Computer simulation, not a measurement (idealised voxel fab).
Process module in this document: voxel gate over fins
The cross-section shown here is cut; it is 145 nm wide and divided into square cells measuring 5 nm on a side.
Think of the cross-section as a grid of square cells. We describe it in bands, top to bottom, and each band covers one or more rows of those cells. Heads up on the band format: heights come first, top then bottom, in nm. After that it's the materials left to right, each with its width in nm. A single material flagged "throughout" fills the whole band edge to edge, and "empty" means there's empty space there. It should be noted that heights are counted from 0, beneath which the wafer as supplied is of one material throughout, and that the lowest band possesses no lower boundary but continues downward, as written in "z 0 and below". The two numbers in a width such as "30 to 40" mark its ends across the band: the first belongs to the top row of cells, the second to the bottom row, and from each row to the next the width moves by the same amount. Key: "nothing was modified" - step with no changed cell in the cross-section. The list in "Trapped cavities" covers empty spaces of 8 cells or more that cannot reach the top through any open way, and it gives each as width x height at distance; the distance is from the left edge, and width, height and distance are in nm. Text after the settings on a step's line: the simulator's own remark on that step. A step's line can hold "overlay nm"; with a mask on that step, the setting says how far right of the planned place the mask lay, while a negative setting says it lay to the left.

[Below is the list of planned process steps]
step 1: RECEIVE (material Si)
step 2: CONFORMAL_DEP (material SiN; thk nm 5)
step 3: PATTERN (tone cover; mask id FINS; material resist; width nm 15; pitch nm 35; thk nm 20; overlay nm 0)
step 4: DIRECTIONAL_ETCH (etch materials SiN; depth nm 5)
step 5: DIRECTIONAL_ETCH (etch materials Si; depth nm 30)
step 6: STRIP (etch materials resist)
step 7: OXIDIZE (depth nm 5)
step 8: FILL_DEP (material SiO2; thk nm 15)
step 9: CMP (height nm 5)
step 10: SELECTIVE_ETCH (etch materials SiO2; depth nm 15)
step 11: STRIP (etch materials SiN)
step 12: CONFORMAL_DEP (material HfO2; thk nm 5)
step 13: CONFORMAL_DEP (material TiN; thk nm 5)
step 14: FILL_DEP (material W; thk nm 15)
step 15: CMP (height nm 20)
step 16: CONFORMAL_DEP (material SiN; thk nm 5)

[As received (post step 1): cross-section]
z 0 and below  Si throughout
Trapped cavities: none

[First of two wafers: cross-section at end of module, run per plan]
z 25 to 20  SiN throughout
z 20 to 10  W throughout
z 10 to 5  W=25; TiN=25; W=10; TiN=25; W=10; TiN=25; W=25
z 5 to 0  W=25; TiN=5; HfO2=15; TiN=5; W=10; TiN=5; HfO2=15; TiN=5; W=10; TiN=5; HfO2=15; TiN=5; W=25
z 0 to -5  TiN=30; HfO2=5; Si=5; HfO2=5; TiN=20; HfO2=5; Si=5; HfO2=5; TiN=20; HfO2=5; Si=5; HfO2=5; TiN=30
z -5 to -10  HfO2=35; Si=5; HfO2=30; Si=5; HfO2=30; Si=5; HfO2=35
z -10 to -35  SiO2=35; Si=5; SiO2=30; Si=5; SiO2=30; Si=5; SiO2=35
z -35 and below  Si throughout
Trapped cavities: none

[second wafer at the end: like start, like plan, one mistake]
z 25 to 20  SiN throughout
z 20 to 10  W throughout
z 10 to 5  W=35; TiN=25; W=10; TiN=25; W=10; TiN=25; W=15
z 5 to 0  W=35; TiN=5; HfO2=15; TiN=5; W=10; TiN=5; HfO2=15; TiN=5; W=10; TiN=5; HfO2=15; TiN=5; W=15
z 0 to -5  TiN=40; HfO2=5; Si=5; HfO2=5; TiN=20; HfO2=5; Si=5; HfO2=5; TiN=20; HfO2=5; Si=5; HfO2=5; TiN=20
z -5 to -10  HfO2=45; Si=5; HfO2=30; Si=5; HfO2=30; Si=5; HfO2=25
z -10 to -35  SiO2=45; Si=5; SiO2=30; Si=5; SiO2=30; Si=5; SiO2=25
z -35 and below  Si throughout
Trapped cavities: none
It is concluded that the wafer was processed incorrectly with respect to the plan, in that not per plan at step 3, really ran PATTERN (tone cover; mask id FINS; material resist; width nm 15; pitch nm 35; thk nm 20; overlay nm 10)
End check, second vs first wafer: material counts in cells match, positions do not.
